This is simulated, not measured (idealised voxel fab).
process module | voxel transistor to metal
cross-section cut | 205 nm wide | cells 5 nm
A cross-section is a grid of square cells, given in bands from the top down. A band is one or more rows of cells.
Each band's line starts with the height of the band's top and of its bottom, in nm. Then come its materials from left to right, each with its width in nm. One material with "throughout" fills the band from edge to edge. "air" is empty space.
Height 0 is the level under which the wafer as received is all one material. The lowest band goes on downwards, as in "0 down".
A width such as "30 to 40" changes by the same amount from each row of cells to the next, from the band's top row to its bottom row.
"no change" after a step means that no cell of the cross-section changed.
closed voids: empty space of 8 cells or more with no open way to the top, each as width x height at its distance from the left edge, in nm
after a step's settings: what the simulator itself notes on the step
overlay nm, on a step with a mask: how far to the right of its planned place the mask lay; to the left if negative
plan
1 op RECEIVE | material Si
2 op CONFORMAL_DEP | material SiO2 | thk nm 5
3 op CONFORMAL_DEP | material SiN | thk nm 15
4 op MASKED_ETCH | tone cover | mask id ACTIVE | width nm 90 | etch materials SiN | depth nm 15 | overlay nm 0
5 op MASKED_ETCH | tone cover | mask id ACTIVE | width nm 90 | etch materials SiO2 | depth nm 5 | overlay nm 0
6 op MASKED_ETCH | tone cover | mask id ACTIVE | width nm 90 | etch materials Si | depth nm 35 | overlay nm 0
7 op OXIDIZE | depth nm 5
8 op FILL_DEP | material SiO2 | thk nm 5
9 op CMP | height nm 20
10 op SELECTIVE_ETCH | etch materials SiO2 | depth nm 5
11 op STRIP | etch materials SiN
12 op SELECTIVE_ETCH | etch materials SiO2 | depth nm 5
13 op OXIDIZE | depth nm 5
14 op DIRECTIONAL_DEP | material polySi | thk nm 20
15 op DIRECTIONAL_DEP | material SiCN | thk nm 10
16 op DIRECTIONAL_DEP | material aC | thk nm 10
17 op PATTERN | tone cover | mask id GATE | material resist | width nm 20 | thk nm 30 | overlay nm 0
18 op DIRECTIONAL_ETCH | etch materials aC | depth nm 10
19 op STRIP | etch materials resist
20 op DIRECTIONAL_ETCH | etch materials SiCN | depth nm 20
21 op DIRECTIONAL_ETCH | etch materials polySi | depth nm 30
22 op STRIP | etch materials aC
23 op CONFORMAL_DEP | material SiN | thk nm 10
24 op DIRECTIONAL_ETCH | etch materials SiN | depth nm 10
25 op DIRECTIONAL_ETCH | etch materials SiO2 | depth nm 5
26 op DIRECTIONAL_ETCH | etch materials Si | depth nm 5
27 op EPI | material pSi | thk nm 10
28 op FILL_DEP | material SiO2 | thk nm 5
29 op CMP | height nm 30
30 op DIRECTIONAL_DEP | material SiO2 | thk nm 15
31 op MASKED_ETCH | tone open | mask id CONTACT | width nm 15 | pitch nm 65 | etch materials SiO2 | depth nm 45 | overlay nm 0
32 op CONFORMAL_DEP | material TiN | thk nm 5
33 op FILL_DEP | material W | thk nm 10
34 op CMP | height nm 45
35 op CONFORMAL_DEP | material SiCN | thk nm 5
36 op DIRECTIONAL_DEP | material lowk | thk nm 15
37 op MASKED_ETCH | tone open | mask id METAL_1 | width nm 15 | pitch nm 65 | etch materials lowk | depth nm 15 | overlay nm 0
38 op MASKED_ETCH | tone open | mask id METAL_1 | width nm 15 | pitch nm 65 | etch materials SiCN | depth nm 5 | overlay nm 0
39 op CONFORMAL_DEP | material TiN | thk nm 5
40 op FILL_DEP | material Ru | thk nm 10
41 op CMP | height nm 65
42 op CONFORMAL_DEP | material SiN | thk nm 5
varied across the wafers: thk nm of step 35. The plan shows the first wafer's value. All wafers start alike
first wafer as received, after step 1
  0 down: Si throughout
  closed voids: none
each wafer at the end: cells of each material gained (+) or lost (-) since it was received, then its closed voids
thk nm 5 | +6 Ru | -224 Si | +43 SiCN | +73 SiN | +465 SiO2 | +56 TiN | +14 W | +105 lowk | +20 pSi | +16 polySi | closed voids: none
thk nm 10 | +4 Ru | -224 Si | +84 SiCN | +73 SiN | +465 SiO2 | +52 TiN | +14 W | +70 lowk | +20 pSi | +16 polySi | closed voids: none
thk nm 15 | +2 Ru | -224 Si | +125 SiCN | +73 SiN | +465 SiO2 | +48 TiN | +14 W | +35 lowk | +20 pSi | +16 polySi | closed voids: none
thk nm 20 | -224 Si | +166 SiCN | +73 SiN | +465 SiO2 | +44 TiN | +14 W | +20 pSi | +16 polySi | closed voids: none
